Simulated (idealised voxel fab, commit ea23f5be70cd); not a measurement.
The process module presented herein is designated voxel wiring stack.
Square cell edge 5 nm, section width 230 nm, ID cut.
Square cells in a grid make up a cross-section in this document, and the grid is given as bands, listed from the top down, each one or more rows of cells.
Quick guide to a band line: top height, bottom height (nm) up front; then every material left to right with its width in nm. Only one material and it's marked "full width"? Then it fills the band edge to edge. And "air" just means empty space.
Heads up on the height convention: 0 is the point under which the incoming wafer is all one material, and the lowest band has no bottom, it just keeps going down, like "0 down".
With a width like "30->40", each row of cells in the band differs from the next by the same amount, the top row carrying the first number and the bottom row the second.
No cell of the cross-section changed in a step that is given as "everything unchanged".
"Enclosed internal voids" means: voids of 8 cells or more that are shut off from the top with no open way through. Written width x height at distance, distance from the left edge, in nm.
Heads up: the bit after the settings on a step's line is the simulator's remark on that step.
Regarding "overlay nm": on a step with a mask, it is the distance the mask lay to the right of its planned place; a negative value places it to the left.
The planned process steps are enumerated hereunder
1 RECEIVE | material Si
2 CONFORMAL_DEP | material SiO2 | thk nm 15
3 CONFORMAL_DEP | material SiN | thk nm 5
4 DIRECTIONAL_DEP | material lowk | thk nm 15
5 PATTERN | tone open | mask id METAL_1 | material resist | width nm 20 | pitch nm 50 | thk nm 20 | overlay nm 0
6 DIRECTIONAL_ETCH | etch materials lowk | depth nm 15
7 DIRECTIONAL_ETCH | etch materials SiN | depth nm 5
8 STRIP | etch materials resist
9 CONFORMAL_DEP | material TiN | thk nm 5
10 FILL_DEP | material W | thk nm 10
11 CMP | height nm 35
12 EPI | material Ru | thk nm 5
13 FILL_DEP | material SiCN | thk nm 5
14 DIRECTIONAL_DEP | material lowk | thk nm 30
15 PATTERN | tone open | mask id METAL_2_HOLES | material resist | width nm 15 | pitch nm 50 | thk nm 20 | overlay nm 0
16 DIRECTIONAL_ETCH | etch materials lowk | depth nm 30
17 STRIP | etch materials resist
18 DIRECTIONAL_DEP | material aC | thk nm 15
19 PATTERN | tone open | mask id METAL_2 | material resist | width nm 20 | pitch nm 50 | thk nm 30 | overlay nm 0
20 DIRECTIONAL_ETCH | etch materials aC | depth nm 15
21 STRIP | etch materials resist
22 DIRECTIONAL_ETCH | etch materials lowk | depth nm 20
23 DIRECTIONAL_ETCH | etch materials SiCN | depth nm 5
24 STRIP | etch materials aC
25 CONFORMAL_DEP | material TiN | thk nm 5
26 FILL_DEP | material Cu | thk nm 5
27 CMP | height nm 75
28 CONFORMAL_DEP | material SiCN | thk nm 5
29 DIRECTIONAL_DEP | material lowk | thk nm 25
30 MASKED_ETCH | tone open | mask id METAL_3_HOLES | width nm 15 | pitch nm 50 | etch materials lowk | depth nm 25 | overlay nm 0
31 DIRECTIONAL_DEP | material aC | thk nm 10
32 PATTERN | tone open | mask id METAL_3 | material resist | width nm 20 | pitch nm 50 | thk nm 30 | overlay nm 0
33 DIRECTIONAL_ETCH | etch materials aC | depth nm 10
34 STRIP | etch materials resist
35 DIRECTIONAL_ETCH | etch materials lowk | depth nm 15
36 DIRECTIONAL_ETCH | etch materials SiCN | depth nm 5
37 STRIP | etch materials aC
38 CONFORMAL_DEP | material TiN | thk nm 5
39 FILL_DEP | material Ru | thk nm 5
40 CMP | height nm 105
41 CONFORMAL_DEP | material SiN | thk nm 5
Cross-section, incoming material, after step 1
* 0 down: Si full width
* Enclosed internal voids: none
Starting wafer: above. Plan: above. Run: one mistake. Cross-section after the module: below
* 110 to 105: SiN full width
* 105 to 95: lowk (30), then TiN (5), then Ru (10), then TiN (5), then lowk (30), then TiN (5), then Ru (10), then TiN (5), then lowk (30), then TiN (5), then Ru (10), then TiN (5), then lowk (30), then TiN (5), then Ru (10), then TiN (5), then lowk (30)
* 95 to 90: lowk (30), then TiN (5), then Ru (5), then TiN (10), then lowk (30), then TiN (5), then Ru (5), then TiN (10), then lowk (30), then TiN (5), then Ru (5), then TiN (10), then lowk (30), then TiN (5), then Ru (5), then TiN (10), then lowk (30)
* 90 to 80: lowk (30), then TiN (5), then Ru (5), then TiN (5), then lowk (35), then TiN (5), then Ru (5), then TiN (5), then lowk (35), then TiN (5), then Ru (5), then TiN (5), then lowk (35), then TiN (5), then Ru (5), then TiN (5), then lowk (35)
* 80 to 75: SiCN (30), then TiN (15), then SiCN (35), then TiN (15), then SiCN (35), then TiN (15), then SiCN (35), then TiN (15), then SiCN (35)
* 75 to 60: lowk (30), then TiN (5), then Cu (10), then TiN (5), then lowk (30), then TiN (5), then Cu (10), then TiN (5), then lowk (30), then TiN (5), then Cu (10), then TiN (5), then lowk (30), then TiN (5), then Cu (10), then TiN (5), then lowk (30)
* 60 to 55: lowk (30), then TiN (5), then Cu (5), then TiN (10), then lowk (30), then TiN (5), then Cu (5), then TiN (10), then lowk (30), then TiN (5), then Cu (5), then TiN (10), then lowk (30), then TiN (5), then Cu (5), then TiN (10), then lowk (30)
* 55 to 45: lowk (30), then TiN (5), then Cu (5), then TiN (5), then lowk (35), then TiN (5), then Cu (5), then TiN (5), then lowk (35), then TiN (5), then Cu (5), then TiN (5), then lowk (35), then TiN (5), then Cu (5), then TiN (5), then lowk (35)
* 45 to 40: SiCN (30), then TiN (15), then SiCN (35), then TiN (15), then SiCN (35), then TiN (15), then SiCN (35), then TiN (15), then SiCN (35)
* 40 to 35: SiCN (25), then Ru (30), then SiCN (20), then Ru (30), then SiCN (20), then Ru (30), then SiCN (20), then Ru (30), then SiCN (25)
* 35 to 20: lowk (30), then TiN (5), then W (10), then TiN (5), then lowk (30), then TiN (5), then W (10), then TiN (5), then lowk (30), then TiN (5), then W (10), then TiN (5), then lowk (30), then TiN (5), then W (10), then TiN (5), then lowk (30)
* 20 to 15: SiN (30), then TiN (20), then SiN (30), then TiN (20), then SiN (30), then TiN (20), then SiN (30), then TiN (20), then SiN (30)
* 15 to 0: Cu full width
* 0 down: Si full width
* Enclosed internal voids: none
Which mistake was made when the wafer was run? step 2 went in with a setting other than planned; the actual run was CONFORMAL_DEP | material Cu | thk nm 15
